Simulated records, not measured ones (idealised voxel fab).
process module | voxel capacitor over wiring
cross-section cut | 280 nm wide | cells 5 nm
A cross-section is a grid of square cells, given in bands from the top down. A band is one or more rows of cells.
Each band's line starts with the height of the band's top and of its bottom, in nm. Then come its materials from left to right, each with its width in nm. One material with "throughout" fills the band from edge to edge. "air" is empty space.
Height 0 is the level under which the wafer as received is all one material. The lowest band goes on downwards, as in "0 down".
A width such as "30 to 40" changes by the same amount from each row of cells to the next, from the band's top row to its bottom row.
"no change" after a step means that no cell of the cross-section changed.
closed voids: empty space of 8 cells or more with no open way to the top, each as width x height at its distance from the left edge, in nm
after a step's settings: what the simulator itself notes on the step
overlay nm, on a step with a mask: how far to the right of its planned place the mask lay; to the left if negative
plan
1 op RECEIVE | material Si
2 op CONFORMAL_DEP | material SiO2 | thk nm 10
3 op CONFORMAL_DEP | material SiN | thk nm 5
4 op DIRECTIONAL_DEP | material lowk | thk nm 20
5 op DIRECTIONAL_DEP | material aC | thk nm 10
6 op PATTERN | tone open | mask id METAL_1 | material resist | width nm 30 | pitch nm 80 | thk nm 25 | overlay nm 0
7 op DIRECTIONAL_ETCH | etch materials aC | depth nm 10
8 op STRIP | etch materials resist
9 op DIRECTIONAL_ETCH | etch materials lowk | depth nm 20
10 op DIRECTIONAL_ETCH | etch materials SiN | depth nm 5
11 op STRIP | etch materials aC
12 op CONFORMAL_DEP | material TiN | thk nm 5
13 op FILL_DEP | material Ru | thk nm 10
14 op CMP | height nm 35
15 op EPI | material Ru | thk nm 5
16 op FILL_DEP | material SiCN | thk nm 5
17 op DIRECTIONAL_DEP | material SiO2 | thk nm 20
18 op PATTERN | tone open | mask id PLUG_1 | material resist | width nm 15 | thk nm 15 | overlay nm 0
19 op DIRECTIONAL_ETCH | etch materials SiO2 | depth nm 20
20 op DIRECTIONAL_ETCH | etch materials SiCN | depth nm 5
21 op STRIP | etch materials resist
22 op EPI | material Ru | thk nm 10
23 op EPI | material Ru | thk nm 10
24 op EPI | material Ru | thk nm 5
25 op DIRECTIONAL_DEP | material TiN | thk nm 5
26 op DIRECTIONAL_DEP | material Al2O3 | thk nm 5
27 op DIRECTIONAL_DEP | material TiN | thk nm 5
28 op MASKED_ETCH | tone cover | mask id UPPER_PLATE | width nm 55 | etch materials TiN | depth nm 5 | overlay nm 0
29 op MASKED_ETCH | tone cover | mask id UPPER_PLATE | width nm 55 | etch materials Al2O3 | depth nm 5 | overlay nm 0
30 op PATTERN | tone cover | mask id LOWER_PLATE | material resist | width nm 55 | thk nm 20 | overlay nm 0
31 op DIRECTIONAL_ETCH | etch materials TiN | depth nm 5
32 op STRIP | etch materials resist
33 op FILL_DEP | material SiO2 | thk nm 15
34 op CMP | height nm 90
35 op PATTERN | tone open | mask id PLUG_2 | material resist | width nm 15 | thk nm 20 | overlay nm 0
36 op DIRECTIONAL_ETCH | etch materials SiO2 | depth nm 10
37 op STRIP | etch materials resist
38 op CONFORMAL_DEP | material TiN | thk nm 5
39 op FILL_DEP | material W | thk nm 5
40 op CMP | height nm 90
41 op CONFORMAL_DEP | material SiN | thk nm 5
varied across the wafers: width nm of step 30. The plan shows the first wafer's value. All wafers start alike
first wafer as received, after step 1
  0 down: Si throughout
  closed voids: none
first wafer at the end, after step 41
  95 to 90: SiN throughout
  90 to 85: SiO2 110 | TiN 5 | W 5 | TiN 5 | SiO2 155
  85 to 75: SiO2 110 to 100 | TiN 15 to 55 | SiO2 155 to 125
  75 to 70: SiO2 100 | Al2O3 55 | SiO2 125
  70 to 65: SiO2 100 | TiN 55 | SiO2 125
  65 to 45: SiO2 100 | Ru 15 | SiO2 165
  45 to 40: SiCN 100 | Ru 15 | SiCN 165
  40 to 35: SiCN 80 | Ru 40 | SiCN 40 | Ru 40 | SiCN 80
  35 to 15: lowk 85 | TiN 5 | Ru 20 | TiN 5 | lowk 50 | TiN 5 | Ru 20 | TiN 5 | lowk 85
  15 to 10: SiN 85 | TiN 30 | SiN 50 | TiN 30 | SiN 85
  10 to 0: SiO2 throughout
  0 down: Si throughout
  closed voids: none
last wafer at the end
  95 to 90: SiN throughout
  90 to 85: SiO2 110 | TiN 5 | W 5 | TiN 5 | SiO2 155
  85 to 75: SiO2 110 to 100 | TiN 15 to 55 | SiO2 155 to 125
  75 to 70: SiO2 100 | Al2O3 55 | SiO2 125
  70 to 65: SiO2 90 | TiN 80 | SiO2 110
  65 to 45: SiO2 100 | Ru 15 | SiO2 165
  45 to 40: SiCN 100 | Ru 15 | SiCN 165
  40 to 35: SiCN 80 | Ru 40 | SiCN 40 | Ru 40 | SiCN 80
  35 to 15: lowk 85 | TiN 5 | Ru 20 | TiN 5 | lowk 50 | TiN 5 | Ru 20 | TiN 5 | lowk 85
  15 to 10: SiN 85 | TiN 30 | SiN 50 | TiN 30 | SiN 85
  10 to 0: SiO2 throughout
  0 down: Si throughout
  closed voids: none
each wafer at the end: cells of each material gained (+) or lost (-) since it was received, then its closed voids
width nm 55 | +11 Al2O3 | +63 Ru | +93 SiCN | +100 SiN | +565 SiO2 | +55 TiN | +1 W | +176 lowk | closed voids: none
width nm 60 | +11 Al2O3 | +63 Ru | +93 SiCN | +100 SiN | +564 SiO2 | +56 TiN | +1 W | +176 lowk | closed voids: none
width nm 65 | +11 Al2O3 | +63 Ru | +93 SiCN | +100 SiN | +563 SiO2 | +57 TiN | +1 W | +176 lowk | closed voids: none
width nm 70 | +11 Al2O3 | +63 Ru | +93 SiCN | +100 SiN | +562 SiO2 | +58 TiN | +1 W | +176 lowk | closed voids: none
width nm 75 | +11 Al2O3 | +63 Ru | +93 SiCN | +100 SiN | +561 SiO2 | +59 TiN | +1 W | +176 lowk | closed voids: none
width nm 80 | +11 Al2O3 | +63 Ru | +93 SiCN | +100 SiN | +560 SiO2 | +60 TiN | +1 W | +176 lowk | closed voids: none
